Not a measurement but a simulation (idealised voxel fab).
The document below concerns the process module designated voxel self aligned vias.
cross-section cut | 255 nm wide | cells 5 nm
Cross-sections here: square-cell grids, written as top-down lists of bands, a band being one or more rows of cells.
Heads up on the band format: heights come first, top then bottom, in nm. After that it's the materials left to right, each with its width in nm. A single material flagged "all across" fills the whole band edge to edge, and "empty" means there's empty space there.
Counting heights begins at 0, where everything beneath is, in the wafer as received, one material. The lowest band has no bottom; it goes on downwards, as "0 nm and below" shows.
Read "30->40" as a graded width: first number on top, second number at the bottom, same change between each pair of neighbouring rows.
"nothing got changed" for a step: no cell of the cross-section changed in that step.
"Listed closed voids" means: voids of 8 cells or more that are shut off from the top with no open way through. Written width x height at distance, distance from the left edge, in nm.
It should be noted that, on the line of a given step, the content following the step's settings is a remark produced by the simulator itself with respect to that step.
The line of a step may include "overlay nm". On a step with a mask, this value is how far to the right of its planned place the mask lay. A negative value means the mask lay to the left.

**The process steps that were planned are listed below**
1: RECEIVE: material Si
2: CONFORMAL_DEP: material SiO2, thk nm 10
3: CONFORMAL_DEP: material SiCN, thk nm 5
4: DIRECTIONAL_DEP: material SiO2, thk nm 25
5: MASKED_ETCH: tone open, mask id LINES, width nm 25, pitch nm 60, etch materials SiO2, depth nm 25, overlay nm 0
6: CONFORMAL_DEP: material TiN, thk nm 5
7: FILL_DEP: material W, thk nm 5
8: CMP: height nm 40
9: SELECTIVE_ETCH: etch materials W Ru TiN, depth nm 10
10: FILL_DEP: material SiN, thk nm 10
11: CMP: height nm 40
12: DIRECTIONAL_DEP: material SiO2, thk nm 20
13: MASKED_ETCH: tone open, mask id VIAS, width nm 45, pitch nm 120, etch materials SiO2, depth nm 20, overlay nm 0
14: MASKED_ETCH: tone open, mask id VIAS, width nm 45, pitch nm 120, etch materials SiN, depth nm 10, overlay nm 0
15: CONFORMAL_DEP: material TiN, thk nm 5
16: FILL_DEP: material Cu, thk nm 5
17: CMP: height nm 60
18: CONFORMAL_DEP: material SiCN, thk nm 5

**Account of the first of two wafers, which was processed as intended**

**Cross-section, incoming material, after step 1**
	0 nm and below  Si all across
	Listed closed voids: none

**Cross-sectional representation of the wafer at the conclusion of step 2**
	10 nm to 0 nm  SiO2 all across
	Everything below 0 is unchanged.

**Cross-sectional representation of the wafer at the conclusion of step 3**
	15 nm to 10 nm  SiCN all across
	Everything below 10 is unchanged.

**Cross-sectional representation of the wafer at the conclusion of step 4**
	40 nm to 15 nm  SiO2 all across
	Everything below 15 is unchanged.

**Cross-sectional representation of the wafer at the conclusion of step 5**
	40 nm to 15 nm  55 of SiO2, then 25 of empty, then 35 of SiO2, then 25 of empty, then 35 of SiO2, then 25 of empty, then 55 of SiO2
	Everything below 15 is unchanged.

**Cross-sectional representation of the wafer at the conclusion of step 6**
	45 nm to 40 nm  60 of TiN, then 15 of empty, then 45 of TiN, then 15 of empty, then 45 of TiN, then 15 of empty, then 60 of TiN
	40 nm to 20 nm  55 of SiO2, then 5 of TiN, then 15 of empty, then 5 of TiN, then 35 of SiO2, then 5 of TiN, then 15 of empty, then 5 of TiN, then 35 of SiO2, then 5 of TiN, then 15 of empty, then 5 of TiN, then 55 of SiO2
	20 nm to 15 nm  55 of SiO2, then 25 of TiN, then 35 of SiO2, then 25 of TiN, then 35 of SiO2, then 25 of TiN, then 55 of SiO2
	Everything below 15 is unchanged.

**Cross-sectional representation of the wafer at the conclusion of step 7**
	50 nm to 45 nm  W all across
	45 nm to 40 nm  60 of TiN, then 15 of W, then 45 of TiN, then 15 of W, then 45 of TiN, then 15 of W, then 60 of TiN
	40 nm to 20 nm  55 of SiO2, then 5 of TiN, then 15 of W, then 5 of TiN, then 35 of SiO2, then 5 of TiN, then 15 of W, then 5 of TiN, then 35 of SiO2, then 5 of TiN, then 15 of W, then 5 of TiN, then 55 of SiO2
	Everything below 20 is unchanged.

**Cross-sectional representation of the wafer at the conclusion of step 8**
	40 nm to 20 nm  55 of SiO2, then 5 of TiN, then 15 of W, then 5 of TiN, then 35 of SiO2, then 5 of TiN, then 15 of W, then 5 of TiN, then 35 of SiO2, then 5 of TiN, then 15 of W, then 5 of TiN, then 55 of SiO2
	Everything below 20 is unchanged.

**Cross-sectional representation of the wafer at the conclusion of step 9**
	40 nm to 30 nm  55 of SiO2, then 25 of empty, then 35 of SiO2, then 25 of empty, then 35 of SiO2, then 25 of empty, then 55 of SiO2
	Everything below 30 is unchanged.

**Cross-sectional representation of the wafer at the conclusion of step 10**
	50 nm to 40 nm  SiN all across
	40 nm to 30 nm  55 of SiO2, then 25 of SiN, then 35 of SiO2, then 25 of SiN, then 35 of SiO2, then 25 of SiN, then 55 of SiO2
	Everything below 30 is unchanged.

**Cross-sectional representation of the wafer at the conclusion of step 11**
	40 nm to 30 nm  55 of SiO2, then 25 of SiN, then 35 of SiO2, then 25 of SiN, then 35 of SiO2, then 25 of SiN, then 55 of SiO2
	Everything below 30 is unchanged.

**Cross-sectional representation of the wafer at the conclusion of step 12**
	60 nm to 40 nm  SiO2 all across
	Everything below 40 is unchanged.

**Cross-sectional representation of the wafer at the conclusion of step 13**
	60 nm to 40 nm  45 of SiO2, then 45 of empty, then 75 of SiO2, then 45 of empty, then 45 of SiO2
	Everything below 40 is unchanged.

**Cross-sectional representation of the wafer at the conclusion of step 14**
	60 nm to 40 nm  45 of SiO2, then 45 of empty, then 75 of SiO2, then 45 of empty, then 45 of SiO2
	40 nm to 30 nm  55 of SiO2, then 25 of empty, then 35 of SiO2, then 25 of SiN, then 35 of SiO2, then 25 of empty, then 55 of SiO2
	Everything below 30 is unchanged.

**Cross-sectional representation of the wafer at the conclusion of step 15**
	65 nm to 60 nm  50 of TiN, then 35 of empty, then 85 of TiN, then 35 of empty, then 50 of TiN
	60 nm to 45 nm  45 of SiO2, then 5 of TiN, then 35 of empty, then 5 of TiN, then 75 of SiO2, then 5 of TiN, then 35 of empty, then 5 of TiN, then 45 of SiO2
	45 nm to 40 nm  45 of SiO2, then 15 of TiN, then 15 of empty, then 15 of TiN, then 75 of SiO2, then 15 of TiN, then 15 of empty, then 15 of TiN, then 45 of SiO2
	40 nm to 35 nm  55 of SiO2, then 5 of TiN, then 15 of empty, then 5 of TiN, then 35 of SiO2, then 25 of SiN, then 35 of SiO2, then 5 of TiN, then 15 of empty, then 5 of TiN, then 55 of SiO2
	35 nm to 30 nm  55 of SiO2, then 25 of TiN, then 35 of SiO2, then 25 of SiN, then 35 of SiO2, then 25 of TiN, then 55 of SiO2
	Everything below 30 is unchanged.

**Cross-sectional representation of the wafer at the conclusion of step 16**
	70 nm to 65 nm  Cu all across
	65 nm to 60 nm  50 of TiN, then 35 of Cu, then 85 of TiN, then 35 of Cu, then 50 of TiN
	60 nm to 45 nm  45 of SiO2, then 5 of TiN, then 35 of Cu, then 5 of TiN, then 75 of SiO2, then 5 of TiN, then 35 of Cu, then 5 of TiN, then 45 of SiO2
	45 nm to 40 nm  45 of SiO2, then 15 of TiN, then 15 of Cu, then 15 of TiN, then 75 of SiO2, then 15 of TiN, then 15 of Cu, then 15 of TiN, then 45 of SiO2
	40 nm to 35 nm  55 of SiO2, then 5 of TiN, then 15 of Cu, then 5 of TiN, then 35 of SiO2, then 25 of SiN, then 35 of SiO2, then 5 of TiN, then 15 of Cu, then 5 of TiN, then 55 of SiO2
	Everything below 35 is unchanged.

**Cross-sectional representation of the wafer at the conclusion of step 17**
	60 nm to 45 nm  45 of SiO2, then 5 of TiN, then 35 of Cu, then 5 of TiN, then 75 of SiO2, then 5 of TiN, then 35 of Cu, then 5 of TiN, then 45 of SiO2
	Everything below 45 is unchanged.

**Cross-sectional representation of the wafer at the conclusion of step 18**
	65 nm to 60 nm  SiCN all across
	Everything below 60 is unchanged.

**Regarding the second of the two wafers: it shared the first wafer's starting condition and process plan, yet one error occurred during its execution. Its history coincides with that of the first wafer up to and including step 7**

**The second wafer cut through, at the time step 8 was supposed to be finished**
	30 nm to 20 nm  55 of SiO2, then 5 of TiN, then 15 of W, then 5 of TiN, then 35 of SiO2, then 5 of TiN, then 15 of W, then 5 of TiN, then 35 of SiO2, then 5 of TiN, then 15 of W, then 5 of TiN, then 55 of SiO2
	Everything below 20 is unchanged.

**The second wafer cut through, at the time step 9 was supposed to be finished**
	30 nm to 20 nm  55 of SiO2, then 25 of empty, then 35 of SiO2, then 25 of empty, then 35 of SiO2, then 25 of empty, then 55 of SiO2
	Everything below 20 is unchanged.

**The second wafer cut through, at the time step 10 was supposed to be finished**
	40 nm to 30 nm  SiN all across
	30 nm to 20 nm  55 of SiO2, then 25 of SiN, then 35 of SiO2, then 25 of SiN, then 35 of SiO2, then 25 of SiN, then 55 of SiO2
	Everything below 20 is unchanged.

The second wafer cut through, at the time step 11 was supposed to be finished: nothing got changed

**The second wafer cut through, at the time step 12 was supposed to be finished**
	60 nm to 40 nm  SiO2 all across
	Everything below 40 is unchanged.

**The second wafer cut through, at the time step 13 was supposed to be finished**
	60 nm to 40 nm  45 of SiO2, then 45 of empty, then 75 of SiO2, then 45 of empty, then 45 of SiO2
	Everything below 40 is unchanged.

**The second wafer cut through, at the time step 14 was supposed to be finished**
	60 nm to 40 nm  45 of SiO2, then 45 of empty, then 75 of SiO2, then 45 of empty, then 45 of SiO2
	40 nm to 30 nm  45 of SiN, then 45 of empty, then 75 of SiN, then 45 of empty, then 45 of SiN
	Everything below 30 is unchanged.

**The second wafer cut through, at the time step 15 was supposed to be finished**
	65 nm to 60 nm  50 of TiN, then 35 of empty, then 85 of TiN, then 35 of empty, then 50 of TiN
	60 nm to 40 nm  45 of SiO2, then 5 of TiN, then 35 of empty, then 5 of TiN, then 75 of SiO2, then 5 of TiN, then 35 of empty, then 5 of TiN, then 45 of SiO2
	40 nm to 35 nm  45 of SiN, then 5 of TiN, then 35 of empty, then 5 of TiN, then 75 of SiN, then 5 of TiN, then 35 of empty, then 5 of TiN, then 45 of SiN
	35 nm to 30 nm  45 of SiN, then 45 of TiN, then 75 of SiN, then 45 of TiN, then 45 of SiN
	Everything below 30 is unchanged.

**The second wafer cut through, at the time step 16 was supposed to be finished**
	70 nm to 65 nm  Cu all across
	65 nm to 60 nm  50 of TiN, then 35 of Cu, then 85 of TiN, then 35 of Cu, then 50 of TiN
	60 nm to 40 nm  45 of SiO2, then 5 of TiN, then 35 of Cu, then 5 of TiN, then 75 of SiO2, then 5 of TiN, then 35 of Cu, then 5 of TiN, then 45 of SiO2
	40 nm to 35 nm  45 of SiN, then 5 of TiN, then 35 of Cu, then 5 of TiN, then 75 of SiN, then 5 of TiN, then 35 of Cu, then 5 of TiN, then 45 of SiN
	Everything below 35 is unchanged.

**The second wafer cut through, at the time step 17 was supposed to be finished**
	60 nm to 40 nm  45 of SiO2, then 5 of TiN, then 35 of Cu, then 5 of TiN, then 75 of SiO2, then 5 of TiN, then 35 of Cu, then 5 of TiN, then 45 of SiO2
	Everything below 40 is unchanged.

**The second wafer cut through, at the time step 18 was supposed to be finished**
	65 nm to 60 nm  SiCN all across
	Everything below 60 is unchanged.
Deviation noted in wafer processing: rather than as planned, step 8 actually ran as CMP: height nm 30
Heads up, by the end the second wafer has more or fewer cells of some materials compared to the first: Cu: 16 more | SiN: 86 more | SiO2: 72 fewer | TiN: 12 fewer | W: 18 fewer
